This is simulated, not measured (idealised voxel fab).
process module | voxel capacitor over wiring
cross-section cut | 165 nm wide | cells 5 nm
A cross-section is a grid of square cells, given in bands from the top down. A band is one or more rows of cells.
Each band's line starts with the height of the band's top and of its bottom, in nm. Then come its materials from left to right, each with its width in nm. One material with "throughout" fills the band from edge to edge. "air" is empty space.
Height 0 is the level under which the wafer as received is all one material. The lowest band goes on downwards, as in "0 down".
A width such as "30 to 40" changes by the same amount from each row of cells to the next, from the band's top row to its bottom row.
"no change" after a step means that no cell of the cross-section changed.
closed voids: empty space of 8 cells or more with no open way to the top, each as width x height at its distance from the left edge, in nm
after a step's settings: what the simulator itself notes on the step
overlay nm, on a step with a mask: how far to the right of its planned place the mask lay; to the left if negative
plan
1 op RECEIVE | material Si
2 op CONFORMAL_DEP | material SiO2 | thk nm 10
3 op DIRECTIONAL_DEP | material TiN | thk nm 5
4 op DIRECTIONAL_DEP | material W | thk nm 25
5 op PATTERN | tone cover | mask id METAL_1 | material resist | width nm 30 | pitch nm 90 | thk nm 20 | overlay nm 0
6 op DIRECTIONAL_ETCH | etch materials W | depth nm 25
7 op DIRECTIONAL_ETCH | etch materials TiN | depth nm 5
8 op STRIP | etch materials resist
9 op FILL_DEP | material lowk | thk nm 10
10 op CMP | height nm 40
11 op CONFORMAL_DEP | material SiCN | thk nm 5
12 op DIRECTIONAL_DEP | material lowk | thk nm 10
13 op MASKED_ETCH | tone open | mask id PLUG_1 | width nm 15 | etch materials lowk | depth nm 10 | overlay nm 0
14 op MASKED_ETCH | tone open | mask id PLUG_1 | width nm 15 | etch materials SiCN | depth nm 5 | overlay nm 0
15 op CONFORMAL_DEP | material TiN | thk nm 5
16 op FILL_DEP | material Ru | thk nm 5
17 op CMP | height nm 55
18 op DIRECTIONAL_DEP | material TiN | thk nm 10
19 op DIRECTIONAL_DEP | material SiN | thk nm 5
20 op DIRECTIONAL_DEP | material TiN | thk nm 10
21 op DIRECTIONAL_DEP | material aC | thk nm 15
22 op PATTERN | tone cover | mask id UPPER_PLATE | material resist | width nm 65 | thk nm 35 | overlay nm 0
23 op DIRECTIONAL_ETCH | etch materials aC | depth nm 15
24 op STRIP | etch materials resist
25 op DIRECTIONAL_ETCH | etch materials TiN | depth nm 10
26 op DIRECTIONAL_ETCH | etch materials SiN | depth nm 5
27 op STRIP | etch materials aC
28 op MASKED_ETCH | tone cover | mask id LOWER_PLATE | width nm 75 | etch materials TiN | depth nm 10 | overlay nm 0
29 op FILL_DEP | material SiO2 | thk nm 20
30 op CMP | height nm 95
31 op PATTERN | tone open | mask id PLUG_2 | material resist | width nm 15 | thk nm 20 | overlay nm 0
32 op DIRECTIONAL_ETCH | etch materials SiO2 | depth nm 15
33 op STRIP | etch materials resist
34 op CONFORMAL_DEP | material TiN | thk nm 5
35 op FILL_DEP | material Ru | thk nm 10
36 op CMP | height nm 95
37 op CONFORMAL_DEP | material SiN | thk nm 5
as received, after step 1
  0 down: Si throughout
  closed voids: none
a wafer at the end: this start, this plan, one mistake
  100 to 95: SiN throughout
  95 to 85: SiO2 45 | TiN 5 | Ru 5 | TiN 5 | SiO2 105
  85 to 80: SiO2 45 | TiN 15 | SiO2 105
  80 to 70: SiO2 35 | TiN 65 | SiO2 65
  70 to 65: SiO2 35 | SiN 65 | SiO2 65
  65 to 55: SiO2 30 | TiN 75 | SiO2 60
  55 to 45: lowk 35 | TiN 5 | Ru 5 | TiN 5 | lowk 115
  45 to 40: SiCN 35 | TiN 15 | SiCN 115
  40 to 15: lowk throughout
  15 to 10: TiN throughout
  10 to 0: SiO2 throughout
  0 down: Si throughout
  closed voids: none
what went wrong: step 4 ran as: op DIRECTIONAL_DEP | material lowk | thk nm 25
